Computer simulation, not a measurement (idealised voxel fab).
Process module in this document: voxel air gaps
We display cut, a cross-section 175 nm in width whose square cells are each 5 nm.
The cross-sections in this document take the form of a grid made of square cells. They are written out as bands, in order from top to bottom. Each band consists of one or more rows of cells. Each band's line starts with the height of the band's top and of its bottom, in nm. Then come its materials from left to right, each with its width in nm. One material with "edge to edge" fills the band from edge to edge. "air" is empty space. Height reference: 0 = level under which incoming wafer is all one material. Lowest band: no bottom, runs on downward, e.g. "0 down". It should be noted that a width expressed as "30..40" varies in equal increments from row to row of cells within the band, taking the value of the first number at the top row and that of the second number at the bottom row. When a step is marked "changes: none", none of the cells in the cross-section changed during that step. Listed in "Enclosed void list": every empty space of 8 or more cells without an open way to the top. Form: width x height at distance, the distance being from the left edge, all in nm. Step line, after settings: the simulator's comment on this step. "overlay nm", when on a step's line for a step with a mask, measures how far to the right of its planned place the mask lay; a negative measure means to the left.

These are the steps we planned for the process:
1) RECEIVE | material Si
2) CONFORMAL_DEP | material SiO2 | thk nm 15
3) CONFORMAL_DEP | material SiCN | thk nm 5
4) DIRECTIONAL_DEP | material lowk | thk nm 35
5) DIRECTIONAL_DEP | material aC | thk nm 15
6) PATTERN | tone open | mask id LINES | material resist | width nm 15 | pitch nm 50 | thk nm 35 | overlay nm 0
7) DIRECTIONAL_ETCH | etch materials aC | depth nm 15
8) STRIP | etch materials resist
9) DIRECTIONAL_ETCH | etch materials lowk | depth nm 35
10) STRIP | etch materials aC
11) CONFORMAL_DEP | material TiN | thk nm 5
12) FILL_DEP | material W | thk nm 10
13) CMP | height nm 55
14) EPI | material Ru | thk nm 10
15) SELECTIVE_ETCH | etch materials lowk | depth nm 45
16) CONFORMAL_DEP | material SiCN | thk nm 5
Wafer-to-wafer difference: width nm, step 6. Common start. Plan = first wafer's value.

first wafer as received, after step 1:
	0 down = Si edge to edge
	Enclosed void list: none

Rows = wafers. At module end, each row lists per material the cells gained (+) or lost (-) since the wafer was received, then the closed voids:
width nm 15 | +42 Ru | +148 SiCN | +105 SiO2 | +45 TiN | +18 W | Enclosed void list: none
width nm 20 | +48 Ru | +148 SiCN | +105 SiO2 | +48 TiN | +36 W | Enclosed void list: 20 x 25 at 50; 20 x 25 at 100
width nm 25 | +54 Ru | +140 SiCN | +105 SiO2 | +51 TiN | +54 W | Enclosed void list: 15 x 25 at 55; 15 x 25 at 105
width nm 30 | +60 Ru | +96 SiCN | +105 SiO2 | +54 TiN | +72 W | +56 lowk | Enclosed void list: none
width nm 35 | +62 Ru | +96 SiCN | +105 SiO2 | +57 TiN | +90 W | +42 lowk | Enclosed void list: none
